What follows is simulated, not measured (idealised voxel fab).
You're looking at the process module voxel wiring stack.
The figure presents cross-section cut, which has a width of 280 nm and is divided into square cells with an edge length of 5 nm.
Just so we're on the same page, the cross-sections are grids of square cells, and they're listed out in bands top to bottom, each band one or more rows deep. The entry gives the band's vertical extent as a top height and a bottom height in nm, then its horizontal make-up as materials from left to right, each with a width in nm. "air" stands for empty space; a single material marked "full width" fills the band edge to edge. Height datum 0, below which the as-received substrate wafer is one material. Lowest band open at the bottom, running downward: "0..down". Read "30->40" as a graded width: first number on top, second number at the bottom, same change between each pair of neighbouring rows. "nothing different" after a step means that no cell of the cross-section changed. If an empty space has no open way to the top and is at least 8 cells in size, "Closed void listing" lists it, written width x height at distance, where distance is measured from the left edge and every value is in nm. That trailing text on a step's line, after the settings, is the simulator's own remark on the step. Each step line may optionally specify "overlay nm", which for a step with a mask gives the rightward distance between the mask's planned place and where it lay, a negative value indicating the leftward direction.
Planned process steps
| 1 | RECEIVE: material Si |
| 2 | CONFORMAL_DEP: material SiO2, thk nm 10 |
| 3 | DIRECTIONAL_DEP: material TiN, thk nm 5 |
| 4 | DIRECTIONAL_DEP: material W, thk nm 15 |
| 5 | MASKED_ETCH: tone cover, mask id METAL_1, width nm 20, pitch nm 40, etch materials W, depth nm 15, overlay nm 0 |
| 6 | MASKED_ETCH: tone cover, mask id METAL_1, width nm 20, pitch nm 40, etch materials TiN, depth nm 5, overlay nm 0 |
| 7 | CONFORMAL_DEP: material SiCN, thk nm 5 |
| 8 | FILL_DEP: material lowk, thk nm 5 |
| 9 | CMP: height nm 30 |
| 10 | CONFORMAL_DEP: material SiCN, thk nm 5 |
| 11 | DIRECTIONAL_DEP: material lowk, thk nm 25 |
| 12 | DIRECTIONAL_DEP: material aC, thk nm 10 |
| 13 | PATTERN: tone open, mask id METAL_2_HOLES, material resist, width nm 15, pitch nm 80, thk nm 30, overlay nm 0 |
| 14 | DIRECTIONAL_ETCH: etch materials aC, depth nm 10 |
| 15 | STRIP: etch materials resist |
| 16 | DIRECTIONAL_ETCH: etch materials lowk, depth nm 25 |
| 17 | STRIP: etch materials aC |
| 18 | PATTERN: tone open, mask id METAL_2, material resist, width nm 20, pitch nm 40, thk nm 15, overlay nm 0 |
| 19 | DIRECTIONAL_ETCH: etch materials lowk, depth nm 15 |
| 20 | DIRECTIONAL_ETCH: etch materials SiCN, depth nm 5 |
| 21 | STRIP: etch materials resist |
| 22 | CONFORMAL_DEP: material TiN, thk nm 5 |
| 23 | FILL_DEP: material Ru, thk nm 10 |
| 24 | CMP: height nm 60 |
| 25 | CONFORMAL_DEP: material SiCN, thk nm 5 |
Run as planned: first of two wafers
Step 1 complete: cross-section of the wafer as received
* 0..down | Si full width
* Closed void listing: none
After step 2, in cross-section
* 10..0 | SiO2 full width
* Beneath the level 0, the cross-section is identical to its previous state.
After step 3, in cross-section
* 15..10 | TiN full width
* Beneath the level 10, the cross-section is identical to its previous state.
After step 4, in cross-section
* 30..15 | W full width
* Beneath the level 15, the cross-section is identical to its previous state.
After step 5, in cross-section
* 30..15 | air 70 nm, W 20 nm, air 20 nm, W 20 nm, air 20 nm, W 20 nm, air 20 nm, W 20 nm, air 70 nm
* Beneath the level 15, the cross-section is identical to its previous state.
After step 6, in cross-section
* 30..15 | air 70 nm, W 20 nm, air 20 nm, W 20 nm, air 20 nm, W 20 nm, air 20 nm, W 20 nm, air 70 nm
* 15..10 | air 70 nm, TiN 20 nm, air 20 nm, TiN 20 nm, air 20 nm, TiN 20 nm, air 20 nm, TiN 20 nm, air 70 nm
* Beneath the level 10, the cross-section is identical to its previous state.
After step 7, in cross-section
* 35..30 | air 65 nm, SiCN 30 nm, air 10 nm, SiCN 30 nm, air 10 nm, SiCN 30 nm, air 10 nm, SiCN 30 nm, air 65 nm
* 30..15 | air 65 nm, SiCN 5 nm, W 20 nm, SiCN 5 nm, air 10 nm, SiCN 5 nm, W 20 nm, SiCN 5 nm, air 10 nm, SiCN 5 nm, W 20 nm, SiCN 5 nm, air 10 nm, SiCN 5 nm, W 20 nm, SiCN 5 nm, air 65 nm
* 15..10 | SiCN 70 nm, TiN 20 nm, SiCN 20 nm, TiN 20 nm, SiCN 20 nm, TiN 20 nm, SiCN 20 nm, TiN 20 nm, SiCN 70 nm
* Beneath the level 10, the cross-section is identical to its previous state.
After step 8, in cross-section
* 40..35 | lowk full width
* 35..30 | lowk 65 nm, SiCN 30 nm, lowk 10 nm, SiCN 30 nm, lowk 10 nm, SiCN 30 nm, lowk 10 nm, SiCN 30 nm, lowk 65 nm
* 30..15 | lowk 65 nm, SiCN 5 nm, W 20 nm, SiCN 5 nm, lowk 10 nm, SiCN 5 nm, W 20 nm, SiCN 5 nm, lowk 10 nm, SiCN 5 nm, W 20 nm, SiCN 5 nm, lowk 10 nm, SiCN 5 nm, W 20 nm, SiCN 5 nm, lowk 65 nm
* Beneath the level 15, the cross-section is identical to its previous state.
After step 9, in cross-section
* 30..15 | lowk 65 nm, SiCN 5 nm, W 20 nm, SiCN 5 nm, lowk 10 nm, SiCN 5 nm, W 20 nm, SiCN 5 nm, lowk 10 nm, SiCN 5 nm, W 20 nm, SiCN 5 nm, lowk 10 nm, SiCN 5 nm, W 20 nm, SiCN 5 nm, lowk 65 nm
* Beneath the level 15, the cross-section is identical to its previous state.
After step 10, in cross-section
* 35..30 | SiCN full width
* Beneath the level 30, the cross-section is identical to its previous state.
After step 11, in cross-section
* 60..35 | lowk full width
* Beneath the level 35, the cross-section is identical to its previous state.
After step 12, in cross-section
* 70..60 | aC full width
* Beneath the level 60, the cross-section is identical to its previous state.
After step 13, in cross-section
* 100..70 | resist 70 nm, air 15 nm, resist 65 nm, air 15 nm, resist 115 nm
* Beneath the level 70, the cross-section is identical to its previous state.
After step 14, in cross-section
* 90..70 | resist 70 nm, air 15 nm, resist 65 nm, air 15 nm, resist 115 nm
* 70..60 | aC 70 nm, air 15 nm, aC 65 nm, air 15 nm, aC 115 nm
* Beneath the level 60, the cross-section is identical to its previous state.
After step 15, in cross-section
* 70..60 | aC 70 nm, air 15 nm, aC 65 nm, air 15 nm, aC 115 nm
* Beneath the level 60, the cross-section is identical to its previous state.
After step 16, in cross-section
* 70..60 | aC 70 nm, air 15 nm, aC 65 nm, air 15 nm, aC 115 nm
* 60..35 | lowk 70 nm, air 15 nm, lowk 65 nm, air 15 nm, lowk 115 nm
* Beneath the level 35, the cross-section is identical to its previous state.
After step 17, in cross-section
* 60..35 | lowk 70 nm, air 15 nm, lowk 65 nm, air 15 nm, lowk 115 nm
* Beneath the level 35, the cross-section is identical to its previous state.
After step 18, in cross-section
* 75..60 | resist 70 nm, air 20 nm, resist 20 nm, air 20 nm, resist 20 nm, air 20 nm, resist 20 nm, air 20 nm, resist 70 nm
* Beneath the level 60, the cross-section is identical to its previous state.
After step 19, in cross-section
* 75..60 | resist 70 nm, air 20 nm, resist 20 nm, air 20 nm, resist 20 nm, air 20 nm, resist 20 nm, air 20 nm, resist 70 nm
* 60..45 | lowk 70 nm, air 20 nm, lowk 20 nm, air 20 nm, lowk 20 nm, air 20 nm, lowk 20 nm, air 20 nm, lowk 70 nm
* Beneath the level 45, the cross-section is identical to its previous state.
After step 20, in cross-section
* 75..60 | resist 70 nm, air 20 nm, resist 20 nm, air 20 nm, resist 20 nm, air 20 nm, resist 20 nm, air 20 nm, resist 70 nm
* 60..45 | lowk 70 nm, air 20 nm, lowk 20 nm, air 20 nm, lowk 20 nm, air 20 nm, lowk 20 nm, air 20 nm, lowk 70 nm
* 45..35 | lowk 70 nm, air 15 nm, lowk 65 nm, air 15 nm, lowk 115 nm
* 35..30 | SiCN 70 nm, air 15 nm, SiCN 65 nm, air 15 nm, SiCN 115 nm
* Beneath the level 30, the cross-section is identical to its previous state.
After step 21, in cross-section
* 60..45 | lowk 70 nm, air 20 nm, lowk 20 nm, air 20 nm, lowk 20 nm, air 20 nm, lowk 20 nm, air 20 nm, lowk 70 nm
* Beneath the level 45, the cross-section is identical to its previous state.
After step 22, in cross-section
* 65..60 | TiN 75 nm, air 10 nm, TiN 30 nm, air 10 nm, TiN 30 nm, air 10 nm, TiN 30 nm, air 10 nm, TiN 75 nm
* 60..50 | lowk 70 nm, TiN 5 nm, air 10 nm, TiN 5 nm, lowk 20 nm, TiN 5 nm, air 10 nm, TiN 5 nm, lowk 20 nm, TiN 5 nm, air 10 nm, TiN 5 nm, lowk 20 nm, TiN 5 nm, air 10 nm, TiN 5 nm, lowk 70 nm
* 50..45 | lowk 70 nm, TiN 5 nm, air 5 nm, TiN 10 nm, lowk 20 nm, TiN 20 nm, lowk 20 nm, TiN 5 nm, air 5 nm, TiN 10 nm, lowk 20 nm, TiN 20 nm, lowk 70 nm
* 45..35 | lowk 70 nm, TiN 5 nm, air 5 nm, TiN 5 nm, lowk 65 nm, TiN 5 nm, air 5 nm, TiN 5 nm, lowk 115 nm
* 35..30 | SiCN 70 nm, TiN 15 nm, SiCN 65 nm, TiN 15 nm, SiCN 115 nm
* Beneath the level 30, the cross-section is identical to its previous state.
After step 23, in cross-section
* 75..65 | Ru full width
* 65..60 | TiN 75 nm, Ru 10 nm, TiN 30 nm, Ru 10 nm, TiN 30 nm, Ru 10 nm, TiN 30 nm, Ru 10 nm, TiN 75 nm
* 60..50 | lowk 70 nm, TiN 5 nm, Ru 10 nm, TiN 5 nm, lowk 20 nm, TiN 5 nm, Ru 10 nm, TiN 5 nm, lowk 20 nm, TiN 5 nm, Ru 10 nm, TiN 5 nm, lowk 20 nm, TiN 5 nm, Ru 10 nm, TiN 5 nm, lowk 70 nm
* 50..45 | lowk 70 nm, TiN 5 nm, Ru 5 nm, TiN 10 nm, lowk 20 nm, TiN 20 nm, lowk 20 nm, TiN 5 nm, Ru 5 nm, TiN 10 nm, lowk 20 nm, TiN 20 nm, lowk 70 nm
* 45..35 | lowk 70 nm, TiN 5 nm, Ru 5 nm, TiN 5 nm, lowk 65 nm, TiN 5 nm, Ru 5 nm, TiN 5 nm, lowk 115 nm
* Beneath the level 35, the cross-section is identical to its previous state.
After step 24, in cross-section
* 60..50 | lowk 70 nm, TiN 5 nm, Ru 10 nm, TiN 5 nm, lowk 20 nm, TiN 5 nm, Ru 10 nm, TiN 5 nm, lowk 20 nm, TiN 5 nm, Ru 10 nm, TiN 5 nm, lowk 20 nm, TiN 5 nm, Ru 10 nm, TiN 5 nm, lowk 70 nm
* Beneath the level 50, the cross-section is identical to its previous state.
After step 25, in cross-section
* 65..60 | SiCN full width
* Beneath the level 60, the cross-section is identical to its previous state.
Second wafer, same starting state and plan as the first, one mistake in the run, identical through step 17
What the second wafer looks like in cross-section when step 18 should have wrapped up
* 75..60 | resist 75 nm, air 15 nm, resist 25 nm, air 15 nm, resist 25 nm, air 15 nm, resist 25 nm, air 15 nm, resist 70 nm
* 60..35 | lowk 70 nm, resist 5 nm, air 10 nm, lowk 65 nm, resist 5 nm, air 10 nm, lowk 115 nm
* Beneath the level 35, the cross-section is identical to its previous state.
What the second wafer looks like in cross-section when step 19 should have wrapped up
* 75..60 | resist 75 nm, air 15 nm, resist 25 nm, air 15 nm, resist 25 nm, air 15 nm, resist 25 nm, air 15 nm, resist 70 nm
* 60..45 | lowk 70 nm, resist 5 nm, air 15 nm, lowk 25 nm, air 15 nm, lowk 20 nm, resist 5 nm, air 15 nm, lowk 25 nm, air 15 nm, lowk 70 nm
* Beneath the level 45, the cross-section is identical to its previous state.
What the second wafer looks like in cross-section when step 20 should have wrapped up
* 75..60 | resist 75 nm, air 15 nm, resist 25 nm, air 15 nm, resist 25 nm, air 15 nm, resist 25 nm, air 15 nm, resist 70 nm
* 60..45 | lowk 70 nm, resist 5 nm, air 15 nm, lowk 25 nm, air 15 nm, lowk 20 nm, resist 5 nm, air 15 nm, lowk 25 nm, air 15 nm, lowk 70 nm
* 45..35 | lowk 70 nm, resist 5 nm, air 10 nm, lowk 65 nm, resist 5 nm, air 10 nm, lowk 115 nm
* 35..30 | SiCN 75 nm, air 10 nm, SiCN 70 nm, air 10 nm, SiCN 115 nm
* Beneath the level 30, the cross-section is identical to its previous state.
What the second wafer looks like in cross-section when step 21 should have wrapped up
* 60..45 | lowk 70 nm, air 20 nm, lowk 25 nm, air 15 nm, lowk 20 nm, air 20 nm, lowk 25 nm, air 15 nm, lowk 70 nm
* 45..35 | lowk 70 nm, air 15 nm, lowk 65 nm, air 15 nm, lowk 115 nm
* Beneath the level 35, the cross-section is identical to its previous state.
What the second wafer looks like in cross-section when step 22 should have wrapped up
* 65..60 | TiN 75 nm, air 10 nm, TiN 35 nm, air 5 nm, TiN 30 nm, air 10 nm, TiN 35 nm, air 5 nm, TiN 75 nm
* 60..50 | lowk 70 nm, TiN 5 nm, air 10 nm, TiN 5 nm, lowk 25 nm, TiN 5 nm, air 5 nm, TiN 5 nm, lowk 20 nm, TiN 5 nm, air 10 nm, TiN 5 nm, lowk 25 nm, TiN 5 nm, air 5 nm, TiN 5 nm, lowk 70 nm
* 50..45 | lowk 70 nm, TiN 5 nm, air 5 nm, TiN 10 nm, lowk 25 nm, TiN 15 nm, lowk 20 nm, TiN 5 nm, air 5 nm, TiN 10 nm, lowk 25 nm, TiN 15 nm, lowk 70 nm
* 45..40 | lowk 70 nm, TiN 5 nm, air 5 nm, TiN 5 nm, lowk 65 nm, TiN 5 nm, air 5 nm, TiN 5 nm, lowk 115 nm
* 40..35 | lowk 70 nm, TiN 15 nm, lowk 65 nm, TiN 15 nm, lowk 115 nm
* 35..30 | SiCN 75 nm, TiN 10 nm, SiCN 70 nm, TiN 10 nm, SiCN 115 nm
* Beneath the level 30, the cross-section is identical to its previous state.
What the second wafer looks like in cross-section when step 23 should have wrapped up
* 75..65 | Ru full width
* 65..60 | TiN 75 nm, Ru 10 nm, TiN 35 nm, Ru 5 nm, TiN 30 nm, Ru 10 nm, TiN 35 nm, Ru 5 nm, TiN 75 nm
* 60..50 | lowk 70 nm, TiN 5 nm, Ru 10 nm, TiN 5 nm, lowk 25 nm, TiN 5 nm, Ru 5 nm, TiN 5 nm, lowk 20 nm, TiN 5 nm, Ru 10 nm, TiN 5 nm, lowk 25 nm, TiN 5 nm, Ru 5 nm, TiN 5 nm, lowk 70 nm
* 50..45 | lowk 70 nm, TiN 5 nm, Ru 5 nm, TiN 10 nm, lowk 25 nm, TiN 15 nm, lowk 20 nm, TiN 5 nm, Ru 5 nm, TiN 10 nm, lowk 25 nm, TiN 15 nm, lowk 70 nm
* 45..40 | lowk 70 nm, TiN 5 nm, Ru 5 nm, TiN 5 nm, lowk 65 nm, TiN 5 nm, Ru 5 nm, TiN 5 nm, lowk 115 nm
* Beneath the level 40, the cross-section is identical to its previous state.
What the second wafer looks like in cross-section when step 24 should have wrapped up
* 60..50 | lowk 70 nm, TiN 5 nm, Ru 10 nm, TiN 5 nm, lowk 25 nm, TiN 5 nm, Ru 5 nm, TiN 5 nm, lowk 20 nm, TiN 5 nm, Ru 10 nm, TiN 5 nm, lowk 25 nm, TiN 5 nm, Ru 5 nm, TiN 5 nm, lowk 70 nm
* Beneath the level 50, the cross-section is identical to its previous state.
What the second wafer looks like in cross-section when step 25 should have wrapped up
* 65..60 | SiCN full width
* Beneath the level 60, the cross-section is identical to its previous state.
Where did the run depart from the plan? step 18, actual vs plan mismatch, actual run PATTERN: tone open, mask id METAL_2, material resist, width nm 15, pitch nm 40, thk nm 15, overlay nm 0
Final wafer comparison in cells, second versus first, more or fewer per material: 6 fewer of Ru | 2 more of SiCN | 2 fewer of TiN | 6 more of lowk
